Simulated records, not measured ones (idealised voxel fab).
process module | voxel wiring stack
cross-section cut | 255 nm wide | cells 5 nm
A cross-section is a grid of square cells, given in bands from the top down. A band is one or more rows of cells.
Each band's line starts with the height of the band's top and of its bottom, in nm. Then come its materials from left to right, each with its width in nm. One material with "throughout" fills the band from edge to edge. "air" is empty space.
Height 0 is the level under which the wafer as received is all one material. The lowest band goes on downwards, as in "0 down".
A width such as "30 to 40" changes by the same amount from each row of cells to the next, from the band's top row to its bottom row.
"no change" after a step means that no cell of the cross-section changed.
closed voids: empty space of 8 cells or more with no open way to the top, each as width x height at its distance from the left edge, in nm
after a step's settings: what the simulator itself notes on the step
overlay nm, on a step with a mask: how far to the right of its planned place the mask lay; to the left if negative
plan
1 op RECEIVE | material Si
2 op CONFORMAL_DEP | material SiO2 | thk nm 15
3 op DIRECTIONAL_DEP | material TiN | thk nm 5
4 op DIRECTIONAL_DEP | material Ru | thk nm 20
5 op MASKED_ETCH | tone cover | mask id METAL_1 | width nm 30 | pitch nm 60 | etch materials Ru | depth nm 20 | overlay nm 0
6 op MASKED_ETCH | tone cover | mask id METAL_1 | width nm 30 | pitch nm 60 | etch materials TiN | depth nm 5 | overlay nm 0
7 op CONFORMAL_DEP | material SiN | thk nm 5
8 op FILL_DEP | material SiO2 | thk nm 10
9 op CMP | height nm 40
10 op CONFORMAL_DEP | material SiCN | thk nm 5
11 op DIRECTIONAL_DEP | material lowk | thk nm 30
12 op PATTERN | tone open | mask id METAL_2 | material resist | width nm 30 | pitch nm 60 | thk nm 15 | overlay nm 0
13 op DIRECTIONAL_ETCH | etch materials lowk | depth nm 20
14 op STRIP | etch materials resist
15 op MASKED_ETCH | tone open | mask id METAL_2_HOLES | width nm 15 | pitch nm 120 | etch materials lowk | depth nm 10 | overlay nm 0
16 op MASKED_ETCH | tone open | mask id METAL_2_HOLES | width nm 15 | pitch nm 120 | etch materials SiCN | depth nm 5 | overlay nm 0
17 op CONFORMAL_DEP | material TiN | thk nm 5
18 op FILL_DEP | material Cu | thk nm 5
19 op CMP | height nm 75
20 op CONFORMAL_DEP | material SiCN | thk nm 5
21 op DIRECTIONAL_DEP | material SiO2 | thk nm 30
22 op MASKED_ETCH | tone open | mask id METAL_3 | width nm 30 | pitch nm 60 | etch materials SiO2 | depth nm 15 | overlay nm 0
23 op MASKED_ETCH | tone open | mask id METAL_3_HOLES | width nm 15 | pitch nm 120 | etch materials SiO2 | depth nm 15 | overlay nm 0
24 op MASKED_ETCH | tone open | mask id METAL_3_HOLES | width nm 15 | pitch nm 120 | etch materials SiCN | depth nm 5 | overlay nm 0
25 op CONFORMAL_DEP | material TiN | thk nm 5
26 op FILL_DEP | material Cu | thk nm 10
27 op CMP | height nm 110
28 op CONFORMAL_DEP | material SiCN | thk nm 5
29 op DIRECTIONAL_DEP | material SiO2 | thk nm 30
30 op PATTERN | tone open | mask id METAL_4 | material resist | width nm 30 | pitch nm 60 | thk nm 15 | overlay nm 0
31 op DIRECTIONAL_ETCH | etch materials SiO2 | depth nm 15
32 op STRIP | etch materials resist
33 op MASKED_ETCH | tone open | mask id METAL_4_HOLES | width nm 15 | pitch nm 60 | etch materials SiO2 | depth nm 15 | overlay nm 0
34 op MASKED_ETCH | tone open | mask id METAL_4_HOLES | width nm 15 | pitch nm 60 | etch materials SiCN | depth nm 5 | overlay nm 0
35 op CONFORMAL_DEP | material TiN | thk nm 5
36 op FILL_DEP | material Cu | thk nm 10
37 op CMP | height nm 145
38 op CONFORMAL_DEP | material SiN | thk nm 5
as received, after step 1
  0 down: Si throughout
  closed voids: none
a wafer at the end: this start, this plan, one mistake
  150 to 145: SiN throughout
  145 to 135: SiO2 20 | TiN 5 | Cu 20 | TiN 5 | SiO2 30 | TiN 5 | Cu 20 | TiN 5 | SiO2 30 | TiN 5 | Cu 20 | TiN 5 | SiO2 30 | TiN 5 | Cu 20 | TiN 5 | SiO2 25
  135 to 130: SiO2 20 | TiN 5 | Cu 5 | TiN 20 | SiO2 30 | TiN 5 | Cu 5 | TiN 20 | SiO2 30 | TiN 5 | Cu 5 | TiN 20 | SiO2 30 | TiN 5 | Cu 5 | TiN 20 | SiO2 25
  130 to 115: SiO2 20 | TiN 5 | Cu 5 | TiN 5 | SiO2 45 | TiN 5 | Cu 5 | TiN 5 | SiO2 45 | TiN 5 | Cu 5 | TiN 5 | SiO2 45 | TiN 5 | Cu 5 | TiN 5 | SiO2 40
  115 to 110: SiCN 20 | TiN 15 | SiCN 45 | TiN 15 | SiCN 45 | TiN 15 | SiCN 45 | TiN 15 | SiCN 40
  110 to 80: SiO2 throughout
  80 to 75: SiCN throughout
  75 to 60: lowk 20 | TiN 5 | Cu 20 | TiN 5 | lowk 30 | TiN 5 | Cu 20 | TiN 5 | lowk 30 | TiN 5 | Cu 20 | TiN 5 | lowk 30 | TiN 5 | Cu 20 | TiN 5 | lowk 25
  60 to 55: lowk 20 | TiN 5 | Cu 5 | TiN 20 | lowk 30 | TiN 30 | lowk 30 | TiN 5 | Cu 5 | TiN 20 | lowk 30 | TiN 30 | lowk 25
  55 to 45: lowk 20 | TiN 5 | Cu 5 | TiN 5 | lowk 105 | TiN 5 | Cu 5 | TiN 5 | lowk 100
  45 to 40: SiCN 20 | TiN 15 | SiCN 105 | TiN 15 | SiCN 100
  40 to 20: SiO2 15 | SiN 5 | Ru 30 | SiN 5 | SiO2 20 | SiN 5 | Ru 30 | SiN 5 | SiO2 20 | SiN 5 | Ru 30 | SiN 5 | SiO2 20 | SiN 5 | Ru 30 | SiN 5 | SiO2 20
  20 to 15: SiN 20 | TiN 30 | SiN 30 | TiN 30 | SiN 30 | TiN 30 | SiN 30 | TiN 30 | SiN 25
  15 to 0: SiO2 throughout
  0 down: Si throughout
  closed voids: none
what went wrong: step 21 was run twice
